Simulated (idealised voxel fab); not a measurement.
process module | voxel wiring stack
cross-section cut | 285 nm wide | cells 5 nm
A cross-section is a grid of square cells, given in bands from the top down. A band is one or more rows of cells.
Each band's line starts with the height of the band's top and of its bottom, in nm. Then come its materials from left to right, each with its width in nm. One material with "throughout" fills the band from edge to edge. "air" is empty space.
Height 0 is the level under which the wafer as received is all one material. The lowest band goes on downwards, as in "0 down".
A width such as "30 to 40" changes by the same amount from each row of cells to the next, from the band's top row to its bottom row.
"no change" after a step means that no cell of the cross-section changed.
closed voids: empty space of 8 cells or more with no open way to the top, each as width x height at its distance from the left edge, in nm
after a step's settings: what the simulator itself notes on the step
overlay nm, on a step with a mask: how far to the right of its planned place the mask lay; to the left if negative
plan
1 op RECEIVE | material Si
2 op CONFORMAL_DEP | material SiO2 | thk nm 15
3 op DIRECTIONAL_DEP | material TiN | thk nm 5
4 op DIRECTIONAL_DEP | material Ru | thk nm 15
5 op MASKED_ETCH | tone cover | mask id METAL_1 | width nm 20 | pitch nm 40 | etch materials Ru | depth nm 15 | overlay nm 0
6 op MASKED_ETCH | tone cover | mask id METAL_1 | width nm 20 | pitch nm 40 | etch materials TiN | depth nm 5 | overlay nm 0
7 op CONFORMAL_DEP | material SiN | thk nm 5
8 op FILL_DEP | material SiO2 | thk nm 5
9 op CMP | height nm 35
10 op CONFORMAL_DEP | material SiCN | thk nm 5
11 op DIRECTIONAL_DEP | material SiO2 | thk nm 30
12 op MASKED_ETCH | tone open | mask id METAL_2 | width nm 20 | pitch nm 40 | etch materials SiO2 | depth nm 20 | overlay nm 0
13 op MASKED_ETCH | tone open | mask id METAL_2_HOLES | width nm 15 | pitch nm 40 | etch materials SiO2 | depth nm 10 | overlay nm 0
14 op MASKED_ETCH | tone open | mask id METAL_2_HOLES | width nm 15 | pitch nm 40 | etch materials SiCN | depth nm 5 | overlay nm 0
15 op CONFORMAL_DEP | material TiN | thk nm 5
16 op FILL_DEP | material Ru | thk nm 10
17 op CMP | height nm 70
18 op CONFORMAL_DEP | material SiCN | thk nm 5
as received, after step 1
  0 down: Si throughout
  closed voids: none
a wafer at the end: this start, this plan, one mistake
  90 to 85: SiCN throughout
  85 to 75: Ru throughout
  75 to 70: TiN 75 | Ru 10 | TiN 30 | Ru 10 | TiN 30 | Ru 10 | TiN 30 | Ru 10 | TiN 80
  70 to 55: SiO2 70 | TiN 5 | Ru 10 | TiN 5 | SiO2 20 | TiN 5 | Ru 10 | TiN 5 | SiO2 20 | TiN 5 | Ru 10 | TiN 5 | SiO2 20 | TiN 5 | Ru 10 | TiN 5 | SiO2 75
  55 to 50: SiO2 70 | TiN 5 | Ru 5 | TiN 10 | SiO2 20 | TiN 5 | Ru 5 | TiN 10 | SiO2 20 | TiN 5 | Ru 5 | TiN 10 | SiO2 20 | TiN 5 | Ru 5 | TiN 10 | SiO2 75
  50 to 40: SiO2 70 | TiN 5 | Ru 5 | TiN 5 | SiO2 25 | TiN 5 | Ru 5 | TiN 5 | SiO2 25 | TiN 5 | Ru 5 | TiN 5 | SiO2 25 | TiN 5 | Ru 5 | TiN 5 | SiO2 80
  40 to 35: SiCN 70 | TiN 15 | SiCN 25 | TiN 15 | SiCN 25 | TiN 15 | SiCN 25 | TiN 15 | SiCN 80
  35 to 20: SiO2 65 | SiN 5 | Ru 20 | SiN 5 | SiO2 10 | SiN 5 | Ru 20 | SiN 5 | SiO2 10 | SiN 5 | Ru 20 | SiN 5 | SiO2 10 | SiN 5 | Ru 20 | SiN 5 | SiO2 70
  20 to 15: SiN 70 | TiN 20 | SiN 20 | TiN 20 | SiN 20 | TiN 20 | SiN 20 | TiN 20 | SiN 75
  15 to 0: SiO2 throughout
  0 down: Si throughout
  closed voids: none
what went wrong: step 17 was left out
